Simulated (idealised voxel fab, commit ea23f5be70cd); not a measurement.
process module | voxel self aligned contacts
cross-section cut | 260 nm wide | cells 5 nm
A cross-section is a grid of square cells, given in bands from the top down. A band is one or more rows of cells.
Each band's line starts with the height of the band's top and of its bottom, in nm. Then come its materials from left to right, each with its width in nm. One material with "throughout" fills the band from edge to edge. "air" is empty space.
Height 0 is the level under which the wafer as received is all one material. The lowest band goes on downwards, as in "0 down".
A width such as "30 to 40" changes by the same amount from each row of cells to the next, from the band's top row to its bottom row.
"no change" after a step means that no cell of the cross-section changed.
closed voids: empty space of 8 cells or more with no open way to the top, each as width x height at its distance from the left edge, in nm
after a step's settings: what the simulator itself notes on the step
overlay nm, on a step with a mask: how far to the right of its planned place the mask lay; to the left if negative
plan
1 op RECEIVE | material Si
2 op CONFORMAL_DEP | material SiO2 | thk nm 5
3 op DIRECTIONAL_DEP | material polySi | thk nm 30
4 op DIRECTIONAL_DEP | material SiN | thk nm 15
5 op MASKED_ETCH | tone cover | mask id GATE | width nm 25 | pitch nm 55 | etch materials SiN | depth nm 15 | overlay nm 0
6 op MASKED_ETCH | tone cover | mask id GATE | width nm 25 | pitch nm 55 | etch materials polySi | depth nm 30 | overlay nm -15
7 op CONFORMAL_DEP | material SiN | thk nm 5
8 op DIRECTIONAL_ETCH | etch materials SiN | depth nm 5
9 op FILL_DEP | material SiO2 | thk nm 20
10 op CMP | height nm 60
11 op PATTERN | tone open | mask id CONTACT | material resist | width nm 40 | thk nm 20 | overlay nm 0
12 op DIRECTIONAL_ETCH | etch materials SiO2 | depth nm 60
13 op STRIP | etch materials resist
14 op CONFORMAL_DEP | material TiN | thk nm 5
15 op FILL_DEP | material Ru | thk nm 5
16 op CMP | height nm 60
17 op CONFORMAL_DEP | material SiCN | thk nm 5
varied across the wafers: overlay nm of step 6. The plan shows the first wafer's value. All wafers start alike
first wafer as received, after step 1
  0 down: Si throughout
  closed voids: none
each wafer at the end: cells of each material gained (+) or lost (-) since it was received, then its closed voids
overlay nm -15 | +12 Ru | +52 SiCN | +66 SiN | +427 SiO2 | +23 TiN | +96 polySi | closed voids: none
overlay nm -10 | +12 Ru | +52 SiCN | +66 SiN | +432 SiO2 | +30 TiN | +84 polySi | closed voids: none
overlay nm -5 | +19 Ru | +52 SiCN | +66 SiN | +437 SiO2 | +30 TiN | +72 polySi | closed voids: none
overlay nm 0 | +26 Ru | +52 SiCN | +66 SiN | +442 SiO2 | +30 TiN | +60 polySi | closed voids: none
overlay nm 5 | +19 Ru | +52 SiCN | +66 SiN | +437 SiO2 | +30 TiN | +72 polySi | closed voids: none
overlay nm 10 | +12 Ru | +52 SiCN | +66 SiN | +432 SiO2 | +30 TiN | +84 polySi | closed voids: none
overlay nm 15 | +12 Ru | +52 SiCN | +66 SiN | +427 SiO2 | +23 TiN | +96 polySi | closed voids: none
